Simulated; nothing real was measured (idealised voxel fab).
The document below concerns the process module designated voxel gate over fins.
For reference, the cross-section in this document is cut, with width 165 nm and square cells of 5 nm.
The cross-sections in this document take the form of a grid made of square cells. They are written out as bands, in order from top to bottom. Each band consists of one or more rows of cells. The entry gives the band's vertical extent as a top height and a bottom height in nm, then its horizontal make-up as materials from left to right, each with a width in nm. "blank" stands for empty space; a single material marked "all across" fills the band edge to edge. Counting heights begins at 0, where everything beneath is, in the wafer as received, one material. The lowest band has no bottom; it goes on downwards, as "top 0, no bottom" shows. A width given as "30..40" starts at the first number in the band's top row and ends at the second number in its bottom row, shifting by an equal amount at every step from row to row. It should be understood that the words "nothing was modified", when stated for a given step, signify that the cross-section underwent no change in any of its cells during that step. You'll see "Fully closed voids" listing empty spaces that have no way open to the top, as long as they're 8 cells or more; the notation is width x height at distance, where the distance is from the left edge, and all of it is in nm. Text after the settings on a step's line: the simulator's own remark on that step. When a step includes a mask, the "overlay nm" setting on its line states how far to the right of its planned place that mask lay, and negative values state how far to the left.

Process steps foreseen in the plan:
step 1: RECEIVE,material Si
step 2: CONFORMAL_DEP,material SiN,thk nm 10
step 3: PATTERN,tone cover,mask id FINS,material resist,width nm 15,pitch nm 60,thk nm 20,overlay nm 0
step 4: DIRECTIONAL_ETCH,etch materials SiN,depth nm 10
step 5: DIRECTIONAL_ETCH,etch materials Si,depth nm 30
step 6: STRIP,etch materials resist
step 7: FILL_DEP,material SiO2,thk nm 10
step 8: CMP,height nm 10
step 9: DIRECTIONAL_DEP,material aC,thk nm 15
step 10: PATTERN,tone open,mask id RAIL,material resist,width nm 15,thk nm 30,overlay nm 0
step 11: DIRECTIONAL_ETCH,etch materials aC,depth nm 15
step 12: STRIP,etch materials resist
step 13: DIRECTIONAL_ETCH,etch materials SiO2,depth nm 35
step 14: STRIP,etch materials aC
step 15: CONFORMAL_DEP,material TiN,thk nm 5
step 16: FILL_DEP,material Ru,thk nm 10
step 17: CMP,height nm 10
step 18: SELECTIVE_ETCH,etch materials W Ru TiN,depth nm 30
step 19: FILL_DEP,material SiO2,thk nm 5
step 20: CMP,height nm 10
step 21: SELECTIVE_ETCH,etch materials SiO2,depth nm 20
step 22: STRIP,etch materials SiN
step 23: CONFORMAL_DEP,material HfO2,thk nm 5
step 24: CONFORMAL_DEP,material TiN,thk nm 5
step 25: FILL_DEP,material W,thk nm 10
step 26: CMP,height nm 15
step 27: CONFORMAL_DEP,material SiCN,thk nm 5

As received, after step 1:
top 0, no bottom  Si all across
Fully closed voids: none

Result of the module, cross-sectioned: start per above, plan per above, one error in how it was run:
top 20, bottom 15  SiCN all across
top 15, bottom 10  W all across
top 10, bottom 5  W (35)  HfO2 (35)  W (25)  HfO2 (35)  W (35)
top 5, bottom 0  W (35)  HfO2 (5)  TiN (25)  HfO2 (5)  W (25)  HfO2 (5)  TiN (25)  HfO2 (5)  W (35)
top 0, bottom -5  HfO2 (40)  TiN (5)  Si (15)  TiN (5)  HfO2 (35)  TiN (5)  Si (15)  TiN (5)  HfO2 (40)
top -5, bottom -10  TiN (45)  Si (15)  TiN (45)  Si (15)  TiN (45)
top -10, bottom -20  SiO2 (45)  Si (15)  SiO2 (45)  Si (15)  SiO2 (45)
top -20, bottom -25  SiO2 (45)  Si (15)  SiO2 (15)  TiN (15)  SiO2 (15)  Si (15)  SiO2 (45)
top -25, bottom -30  SiO2 (45)  Si (15)  SiO2 (45)  Si (15)  SiO2 (45)
top -30, no bottom  Si all across
Fully closed voids: none
Processing error: steps 23 and 24 of the plan were run in the wrong order, each in the other's place
